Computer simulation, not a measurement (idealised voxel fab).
Process module, titled voxel gate over fins
The cross-section on display is named cut; it measures 265 nm wide, and its cells are 5 nm squares.
Notation: cross-section as square-cell grid; stated in bands, top first, going down; one or more cell rows per band. Band: top and bottom heights (nm) first, top before bottom; then materials from left to right, widths in nm. "edge to edge" marks a sole material filling the band edge to edge. "blank" denotes empty space. Heights are reckoned from 0. Under this level, the received wafer is all of one material. The bottommost band is open-ended downward, for example "z 0 and below". Graded width ("30..40"): value in top row of band = first number; value in bottom row = second number; row-to-row change constant. Where a step carries "nothing different", the cross-section came out of it unchanged, cell for cell. Enclosed voids (no open way to top), threshold 8 cells or more, entry "Closed void listing", notation width x height at distance, distance from left edge, nm. Note: text after step settings on the step line = simulator remark on that step. A step's line can hold "overlay nm"; with a mask on that step, the setting says how far right of the planned place the mask lay, while a negative setting says it lay to the left.

Set out below are the planned steps of the process
| 1 | RECEIVE,material Si |
| 2 | CONFORMAL_DEP,material SiN,thk nm 5 |
| 3 | DIRECTIONAL_DEP,material aC,thk nm 15 |
| 4 | PATTERN,tone cover,mask id FINS,material resist,width nm 15,pitch nm 40,thk nm 35,overlay nm 0 |
| 5 | DIRECTIONAL_ETCH,etch materials aC,depth nm 15 |
| 6 | STRIP,etch materials resist |
| 7 | DIRECTIONAL_ETCH,etch materials SiN,depth nm 5 |
| 8 | DIRECTIONAL_ETCH,etch materials Si,depth nm 40 |
| 9 | STRIP,etch materials aC |
| 10 | FILL_DEP,material SiO2,thk nm 10 |
| 11 | CMP,height nm 5 |
| 12 | SELECTIVE_ETCH,etch materials SiO2,depth nm 15 |
| 13 | STRIP,etch materials SiN |
| 14 | CONFORMAL_DEP,material HfO2,thk nm 5 |
| 15 | CONFORMAL_DEP,material TiN,thk nm 5 |
| 16 | FILL_DEP,material W,thk nm 15 |
| 17 | CMP,height nm 20 |
| 18 | CONFORMAL_DEP,material SiCN,thk nm 5 |

Shown in cross-section is the wafer as received, that is, as it stands after step 1
z 0 and below | Si edge to edge
Closed void listing: none

Post-module cross-section of the first of two wafers (run per plan)
z 25 to 20 | SiCN edge to edge
z 20 to 10 | W edge to edge
z 10 to 5 | W (95), then TiN (35), then W (5), then TiN (35), then W (95)
z 5 to 0 | W (95), then TiN (5), then HfO2 (25), then TiN (5), then W (5), then TiN (5), then HfO2 (25), then TiN (5), then W (95)
z 0 to -5 | TiN (100), then HfO2 (5), then Si (15), then HfO2 (5), then TiN (15), then HfO2 (5), then Si (15), then HfO2 (5), then TiN (100)
z -5 to -10 | HfO2 (105), then Si (15), then HfO2 (25), then Si (15), then HfO2 (105)
z -10 to -40 | SiO2 (105), then Si (15), then SiO2 (25), then Si (15), then SiO2 (105)
z -40 and below | Si edge to edge
Closed void listing: none

Second wafer cross-section at end of module - shared start and plan with the first, one mistake in the run
z 25 to 20 | SiCN edge to edge
z 20 to 5 | W edge to edge
z 5 to 0 | W (100), then TiN (25), then W (15), then TiN (25), then W (100)
z 0 to -5 | W (100), then TiN (5), then Si (15), then TiN (5), then W (15), then TiN (5), then Si (15), then TiN (5), then W (100)
z -5 to -10 | TiN (105), then Si (15), then TiN (25), then Si (15), then TiN (105)
z -10 to -40 | SiO2 (105), then Si (15), then SiO2 (25), then Si (15), then SiO2 (105)
z -40 and below | Si edge to edge
Closed void listing: none
Short version of what went wrong: step 14 was dropped from the plan's execution and never run
In the final state, the cell counts of the second wafer exceed or fall short of those of the first for the following materials: 61 fewer of HfO2; 61 more of W
